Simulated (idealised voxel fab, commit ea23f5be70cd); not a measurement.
Name of the process module below: voxel quadruple lines
Cross-section cut: width 285 nm, square cells of 5 nm.
Cross-section spec: square-cell grid; bands listed top down; each band is one or more rows.
The entry gives the band's vertical extent as a top height and a bottom height in nm, then its horizontal make-up as materials from left to right, each with a width in nm. "empty" stands for empty space; a single material marked "full width" fills the band edge to edge.
The level at which height equals 0 is the one under which the wafer, as it arrives, is entirely one material. No lower edge exists for the bottom band, which continues downward and is notated as in "0 -> down".
The expression "30 to 40" gives the width at the extremes of the band, the first number at its top row of cells and the second at its bottom row, with the width changing by equal amounts from each row to the next in between.
Reading "stayed the same" for a step: not a cell of the cross-section changed in it.
Reported under the label "Completely sealed voids" are the empty spaces having no open way to the top and comprising 8 cells or more; the notation for each is width x height at distance, in which the distance is measured from the left edge and all three values are in nm.
Post-settings text on a step line: simulator's own remark regarding the step.
overlay nm: how far to the right of its planned place the mask lay on this masked step (negative: to the left).
Each pair below shows a cross-section before one step and the cross-section after it, down to the lowest band that changed. The line under each pair gives the step between them, with its settings. The pairs can come from different runs of this module on the same starting wafer, so a pair continues from the pair above only where its "State on entry" says so.

### State on entry
> 60 -> 35: 95 of empty  20 of aC  40 of empty  20 of aC  110 of empty
> 35 -> 15: polySi full width
> 15 -> 5: W full width
> 5 -> 0: SiO2 full width
> 0 -> down: Si full width
> Completely sealed voids: none

### Resultant Cross-Section
> 70 -> 60: 85 of empty  40 of SiO2  20 of empty  40 of SiO2  100 of empty
> 60 -> 45: 85 of empty  10 of SiO2  20 of aC  10 of SiO2  20 of empty  10 of SiO2  20 of aC  10 of SiO2  100 of empty
> 45 -> 35: 95 of SiO2  20 of aC  40 of SiO2  20 of aC  110 of SiO2
> All layers under 35 are left as they were.
> Completely sealed voids: none
Process step (between the before and after cross-sections above): op CONFORMAL_DEP | material SiO2 | thk nm 10

State on entry: taken from the pair above, after panel.

### Resultant Cross-Section
> 60 -> 35: 85 of empty  10 of SiO2  20 of aC  10 of SiO2  20 of empty  10 of SiO2  20 of aC  10 of SiO2  100 of empty
> All layers under 35 are left as they were.
> Completely sealed voids: none
Process step (between the before and after cross-sections above): op DIRECTIONAL_ETCH | etch materials SiO2 | depth nm 10

State on entry: taken from the pair above, after panel.

### Resultant Cross-Section
> 60 -> 35: 85 of empty  10 of SiO2  20 of empty  10 of SiO2  20 of empty  10 of SiO2  20 of empty  10 of SiO2  100 of empty
> All layers under 35 are left as they were.
> Completely sealed voids: none
Process step (between the before and after cross-sections above): op STRIP | etch materials aC

State on entry: taken from the pair above, after panel.

### Resultant Cross-Section
> 60 -> 35: 85 of empty  10 of SiO2  20 of empty  10 of SiO2  20 of empty  10 of SiO2  20 of empty  10 of SiO2  100 of empty
> 35 -> 15: 85 of empty  10 of polySi  20 of empty  10 of polySi  20 of empty  10 of polySi  20 of empty  10 of polySi  100 of empty
> All layers under 15 are left as they were.
> Completely sealed voids: none
Process step (between the before and after cross-sections above): op DIRECTIONAL_ETCH | etch materials polySi | depth nm 20

State on entry: taken from the pair above, after panel.

### Resultant Cross-Section
> 35 -> 15: 85 of empty  10 of polySi  20 of empty  10 of polySi  20 of empty  10 of polySi  20 of empty  10 of polySi  100 of empty
> All layers under 15 are left as they were.
> Completely sealed voids: none
Process step (between the before and after cross-sections above): op STRIP | etch materials SiO2

State on entry: taken from the pair above, after panel.

### Resultant Cross-Section
> 40 -> 35: 80 of empty  20 of SiCN  10 of empty  20 of SiCN  10 of empty  20 of SiCN  10 of empty  20 of SiCN  95 of empty
> 35 -> 20: 80 of empty  5 of SiCN  10 of polySi  5 of SiCN  10 of empty  5 of SiCN  10 of polySi  5 of SiCN  10 of empty  5 of SiCN  10 of polySi  5 of SiCN  10 of empty  5 of SiCN  10 of polySi  5 of SiCN  95 of empty
> 20 -> 15: 85 of SiCN  10 of polySi  20 of SiCN  10 of polySi  20 of SiCN  10 of polySi  20 of SiCN  10 of polySi  100 of SiCN
> All layers under 15 are left as they were.
> Completely sealed voids: none
Process step (between the before and after cross-sections above): op CONFORMAL_DEP | material SiCN | thk nm 5

State on entry: taken from the pair above, after panel.

### Resultant Cross-Section
> 35 -> 15: 80 of empty  5 of SiCN  10 of polySi  5 of SiCN  10 of empty  5 of SiCN  10 of polySi  5 of SiCN  10 of empty  5 of SiCN  10 of polySi  5 of SiCN  10 of empty  5 of SiCN  10 of polySi  5 of SiCN  95 of empty
> All layers under 15 are left as they were.
> Completely sealed voids: none
Process step (between the before and after cross-sections above): op DIRECTIONAL_ETCH | etch materials SiCN | depth nm 5

State on entry: taken from the pair above, after panel.

### Resultant Cross-Section
> 35 -> 15: 80 of empty  5 of SiCN  10 of empty  5 of SiCN  10 of empty  5 of SiCN  10 of empty  5 of SiCN  10 of empty  5 of SiCN  10 of empty  5 of SiCN  10 of empty  5 of SiCN  10 of empty  5 of SiCN  95 of empty
> All layers under 15 are left as they were.
> Completely sealed voids: none
Process step (between the before and after cross-sections above): op STRIP | etch materials polySi

State on entry: taken from the pair above, after panel.

### Resultant Cross-Section
> 35 -> 15: 80 of empty  5 of SiCN  10 of empty  5 of SiCN  10 of empty  5 of SiCN  10 of empty  5 of SiCN  10 of empty  5 of SiCN  10 of empty  5 of SiCN  10 of empty  5 of SiCN  10 of empty  5 of SiCN  95 of empty
> 15 -> 5: 80 of empty  5 of W  10 of empty  5 of W  10 of empty  5 of W  10 of empty  5 of W  10 of empty  5 of W  10 of empty  5 of W  10 of empty  5 of W  10 of empty  5 of W  95 of empty
> All layers under 5 are left as they were.
> Completely sealed voids: none
Process step (between the before and after cross-sections above): op DIRECTIONAL_ETCH | etch materials W | depth nm 10

State on entry: taken from the pair above, after panel.

### Resultant Cross-Section
> 15 -> 5: 80 of empty  5 of W  10 of empty  5 of W  10 of empty  5 of W  10 of empty  5 of W  10 of empty  5 of W  10 of empty  5 of W  10 of empty  5 of W  10 of empty  5 of W  95 of empty
> All layers under 5 are left as they were.
> Completely sealed voids: none
Process step (between the before and after cross-sections above): op STRIP | etch materials SiCN

### State on entry
> 0 -> down: Si full width
> Completely sealed voids: none

### Resultant Cross-Section
> 5 -> 0: W full width
> All layers under 0 are left as they were.
> Completely sealed voids: none
Process step (between the before and after cross-sections above): op CONFORMAL_DEP | material W | thk nm 5

State on entry: taken from the pair above, after panel.

### Resultant Cross-Section
> 15 -> 0: W full width
> All layers under 0 are left as they were.
> Completely sealed voids: none
Process step (between the before and after cross-sections above): op DIRECTIONAL_DEP | material W | thk nm 10

State on entry: taken from the pair above, after panel.

### Resultant Cross-Section
> 35 -> 15: polySi full width
> All layers under 15 are left as they were.
> Completely sealed voids: none
Process step (between the before and after cross-sections above): op DIRECTIONAL_DEP | material polySi | thk nm 20

State on entry: taken from the pair above, after panel.

### Resultant Cross-Section
> 60 -> 35: aC full width
> All layers under 35 are left as they were.
> Completely sealed voids: none
Process step (between the before and after cross-sections above): op DIRECTIONAL_DEP | material aC | thk nm 25

State on entry: taken from the pair above, after panel.

### Resultant Cross-Section
> 95 -> 60: 100 of empty  20 of resist  40 of empty  20 of resist  105 of empty
> All layers under 60 are left as they were.
> Completely sealed voids: none
Process step (between the before and after cross-sections above): op PATTERN | tone cover | mask id MANDREL | material resist | width nm 20 | pitch nm 60 | thk nm 35 | overlay nm 0

State on entry: taken from the pair above, after panel.

### Resultant Cross-Section
> 70 -> 60: 100 of empty  20 of resist  40 of empty  20 of resist  105 of empty
> 60 -> 35: 100 of empty  20 of aC  40 of empty  20 of aC  105 of empty
> All layers under 35 are left as they were.
> Completely sealed voids: none
Process step (between the before and after cross-sections above): op DIRECTIONAL_ETCH | etch materials aC | depth nm 25

State on entry: taken from the pair above, after panel.

### Resultant Cross-Section
> 60 -> 35: 100 of empty  20 of aC  40 of empty  20 of aC  105 of empty
> All layers under 35 are left as they were.
> Completely sealed voids: none
Process step (between the before and after cross-sections above): op STRIP | etch materials resist

State on entry: taken from the pair above, after panel.

### Resultant Cross-Section
> 70 -> 60: 90 of empty  40 of SiO2  20 of empty  40 of SiO2  95 of empty
> 60 -> 45: 90 of empty  10 of SiO2  20 of aC  10 of SiO2  20 of empty  10 of SiO2  20 of aC  10 of SiO2  95 of empty
> 45 -> 35: 100 of SiO2  20 of aC  40 of SiO2  20 of aC  105 of SiO2
> All layers under 35 are left as they were.
> Completely sealed voids: none
Process step (between the before and after cross-sections above): op CONFORMAL_DEP | material SiO2 | thk nm 10

State on entry: taken from the pair above, after panel.

### Resultant Cross-Section
> 60 -> 35: 90 of empty  10 of SiO2  20 of aC  10 of SiO2  20 of empty  10 of SiO2  20 of aC  10 of SiO2  95 of empty
> All layers under 35 are left as they were.
> Completely sealed voids: none
Process step (between the before and after cross-sections above): op DIRECTIONAL_ETCH | etch materials SiO2 | depth nm 10

State on entry: taken from the pair above, after panel.

### Resultant Cross-Section
> 60 -> 35: 90 of empty  10 of SiO2  20 of empty  10 of SiO2  20 of empty  10 of SiO2  20 of empty  10 of SiO2  95 of empty
> All layers under 35 are left as they were.
> Completely sealed voids: none
Process step (between the before and after cross-sections above): op STRIP | etch materials aC

State on entry: taken from the pair above, after panel.

### Resultant Cross-Section
> 60 -> 35: 90 of empty  10 of SiO2  20 of empty  10 of SiO2  20 of empty  10 of SiO2  20 of empty  10 of SiO2  95 of empty
> 35 -> 15: 90 of empty  10 of polySi  20 of empty  10 of polySi  20 of empty  10 of polySi  20 of empty  10 of polySi  95 of empty
> All layers under 15 are left as they were.
> Completely sealed voids: none
Process step (between the before and after cross-sections above): op DIRECTIONAL_ETCH | etch materials polySi | depth nm 20

State on entry: taken from the pair above, after panel.

### Resultant Cross-Section
> 35 -> 15: 90 of empty  10 of polySi  20 of empty  10 of polySi  20 of empty  10 of polySi  20 of empty  10 of polySi  95 of empty
> All layers under 15 are left as they were.
> Completely sealed voids: none
Process step (between the before and after cross-sections above): op STRIP | etch materials SiO2

State on entry: taken from the pair above, after panel.

### Resultant Cross-Section
> 40 -> 35: 85 of empty  20 of SiCN  10 of empty  20 of SiCN  10 of empty  20 of SiCN  10 of empty  20 of SiCN  90 of empty
> 35 -> 20: 85 of empty  5 of SiCN  10 of polySi  5 of SiCN  10 of empty  5 of SiCN  10 of polySi  5 of SiCN  10 of empty  5 of SiCN  10 of polySi  5 of SiCN  10 of empty  5 of SiCN  10 of polySi  5 of SiCN  90 of empty
> 20 -> 15: 90 of SiCN  10 of polySi  20 of SiCN  10 of polySi  20 of SiCN  10 of polySi  20 of SiCN  10 of polySi  95 of SiCN
> All layers under 15 are left as they were.
> Completely sealed voids: none
Process step (between the before and after cross-sections above): op CONFORMAL_DEP | material SiCN | thk nm 5

State on entry: taken from the pair above, after panel.

### Resultant Cross-Section
> 35 -> 15: 85 of empty  5 of SiCN  10 of polySi  5 of SiCN  10 of empty  5 of SiCN  10 of polySi  5 of SiCN  10 of empty  5 of SiCN  10 of polySi  5 of SiCN  10 of empty  5 of SiCN  10 of polySi  5 of SiCN  90 of empty
> All layers under 15 are left as they were.
> Completely sealed voids: none
Process step (between the before and after cross-sections above): op DIRECTIONAL_ETCH | etch materials SiCN | depth nm 5

State on entry: taken from the pair above, after panel.

### Resultant Cross-Section
> 35 -> 15: 85 of empty  5 of SiCN  10 of empty  5 of SiCN  10 of empty  5 of SiCN  10 of empty  5 of SiCN  10 of empty  5 of SiCN  10 of empty  5 of SiCN  10 of empty  5 of SiCN  10 of empty  5 of SiCN  90 of empty
> All layers under 15 are left as they were.
> Completely sealed voids: none
Process step (between the before and after cross-sections above): op STRIP | etch materials polySi

State on entry: taken from the pair above, after panel.

### Resultant Cross-Section
> 35 -> 15: 85 of empty  5 of SiCN  10 of empty  5 of SiCN  10 of empty  5 of SiCN  10 of empty  5 of SiCN  10 of empty  5 of SiCN  10 of empty  5 of SiCN  10 of empty  5 of SiCN  10 of empty  5 of SiCN  90 of empty
> 15 -> 5: 85 of empty  5 of W  10 of empty  5 of W  10 of empty  5 of W  10 of empty  5 of W  10 of empty  5 of W  10 of empty  5 of W  10 of empty  5 of W  10 of empty  5 of W  90 of empty
> All layers under 5 are left as they were.
> Completely sealed voids: none
Process step (between the before and after cross-sections above): op DIRECTIONAL_ETCH | etch materials W | depth nm 10

State on entry: taken from the pair above, after panel.

### Resultant Cross-Section
> 15 -> 5: 85 of empty  5 of W  10 of empty  5 of W  10 of empty  5 of W  10 of empty  5 of W  10 of empty  5 of W  10 of empty  5 of W  10 of empty  5 of W  10 of empty  5 of W  90 of empty
> All layers under 5 are left as they were.
> Completely sealed voids: none
Process step (between the before and after cross-sections above): op STRIP | etch materials SiCN

### State on entry
> 60 -> 35: aC full width
> 35 -> 15: polySi full width
> 15 -> 5: W full width
> 5 -> 0: SiO2 full width
> 0 -> down: Si full width
> Completely sealed voids: none

### Resultant Cross-Section
> 95 -> 60: 100 of resist  20 of empty  40 of resist  20 of empty  105 of resist
> All layers under 60 are left as they were.
> Completely sealed voids: none
Process step (between the before and after cross-sections above): op PATTERN | tone open | mask id MANDREL | material resist | width nm 20 | pitch nm 60 | thk nm 35 | overlay nm 0

State on entry: taken from the pair above, after panel.

### Resultant Cross-Section
> 70 -> 60: 100 of resist  20 of empty  40 of resist  20 of empty  105 of resist
> 60 -> 35: 100 of aC  20 of empty  40 of aC  20 of empty  105 of aC
> All layers under 35 are left as they were.
> Completely sealed voids: none
Process step (between the before and after cross-sections above): op DIRECTIONAL_ETCH | etch materials aC | depth nm 25

State on entry: taken from the pair above, after panel.

### Resultant Cross-Section
> 60 -> 35: 100 of aC  20 of empty  40 of aC  20 of empty  105 of aC
> All layers under 35 are left as they were.
> Completely sealed voids: none
Process step (between the before and after cross-sections above): op STRIP | etch materials resist

State on entry: taken from the pair above, after panel.

### Resultant Cross-Section
> 70 -> 60: SiO2 full width
> 60 -> 35: 100 of aC  20 of SiO2  40 of aC  20 of SiO2  105 of aC
> All layers under 35 are left as they were.
> Completely sealed voids: none
Process step (between the before and after cross-sections above): op CONFORMAL_DEP | material SiO2 | thk nm 10

State on entry: taken from the pair above, after panel.

### Resultant Cross-Section
> 60 -> 35: 100 of aC  20 of SiO2  40 of aC  20 of SiO2  105 of aC
> All layers under 35 are left as they were.
> Completely sealed voids: none
Process step (between the before and after cross-sections above): op DIRECTIONAL_ETCH | etch materials SiO2 | depth nm 10

State on entry: taken from the pair above, after panel.

### Resultant Cross-Section
> 60 -> 35: 100 of empty  20 of SiO2  40 of empty  20 of SiO2  105 of empty
> All layers under 35 are left as they were.
> Completely sealed voids: none
Process step (between the before and after cross-sections above): op STRIP | etch materials aC

State on entry: taken from the pair above, after panel.

### Resultant Cross-Section
> 60 -> 35: 100 of empty  20 of SiO2  40 of empty  20 of SiO2  105 of empty
> 35 -> 15: 100 of empty  20 of polySi  40 of empty  20 of polySi  105 of empty
> All layers under 15 are left as they were.
> Completely sealed voids: none
Process step (between the before and after cross-sections above): op DIRECTIONAL_ETCH | etch materials polySi | depth nm 20

State on entry: taken from the pair above, after panel.

### Resultant Cross-Section
> 35 -> 15: 100 of empty  20 of polySi  40 of empty  20 of polySi  105 of empty
> All layers under 15 are left as they were.
> Completely sealed voids: none
Process step (between the before and after cross-sections above): op STRIP | etch materials SiO2

State on entry: taken from the pair above, after panel.

### Resultant Cross-Section
> 40 -> 35: 95 of empty  30 of SiCN  30 of empty  30 of SiCN  100 of empty
> 35 -> 20: 95 of empty  5 of SiCN  20 of polySi  5 of SiCN  30 of empty  5 of SiCN  20 of polySi  5 of SiCN  100 of empty
> 20 -> 15: 100 of SiCN  20 of polySi  40 of SiCN  20 of polySi  105 of SiCN
> All layers under 15 are left as they were.
> Completely sealed voids: none
Process step (between the before and after cross-sections above): op CONFORMAL_DEP | material SiCN | thk nm 5

State on entry: taken from the pair above, after panel.

### Resultant Cross-Section
> 35 -> 15: 95 of empty  5 of SiCN  20 of polySi  5 of SiCN  30 of empty  5 of SiCN  20 of polySi  5 of SiCN  100 of empty
> All layers under 15 are left as they were.
> Completely sealed voids: none
Process step (between the before and after cross-sections above): op DIRECTIONAL_ETCH | etch materials SiCN | depth nm 5

State on entry: taken from the pair above, after panel.

### Resultant Cross-Section
> 35 -> 15: 95 of empty  5 of SiCN  20 of empty  5 of SiCN  30 of empty  5 of SiCN  20 of empty  5 of SiCN  100 of empty
> All layers under 15 are left as they were.
> Completely sealed voids: none
Process step (between the before and after cross-sections above): op STRIP | etch materials polySi

State on entry: taken from the pair above, after panel.

### Resultant Cross-Section
> 35 -> 15: 95 of empty  5 of SiCN  20 of empty  5 of SiCN  30 of empty  5 of SiCN  20 of empty  5 of SiCN  100 of empty
> 15 -> 5: 95 of empty  5 of W  20 of empty  5 of W  30 of empty  5 of W  20 of empty  5 of W  100 of empty
> All layers under 5 are left as they were.
> Completely sealed voids: none
Process step (between the before and after cross-sections above): op DIRECTIONAL_ETCH | etch materials W | depth nm 10

State on entry: taken from the pair above, after panel.

### Resultant Cross-Section
> 15 -> 5: 95 of empty  5 of W  20 of empty  5 of W  30 of empty  5 of W  20 of empty  5 of W  100 of empty
> All layers under 5 are left as they were.
> Completely sealed voids: none
Process step (between the before and after cross-sections above): op STRIP | etch materials SiCN
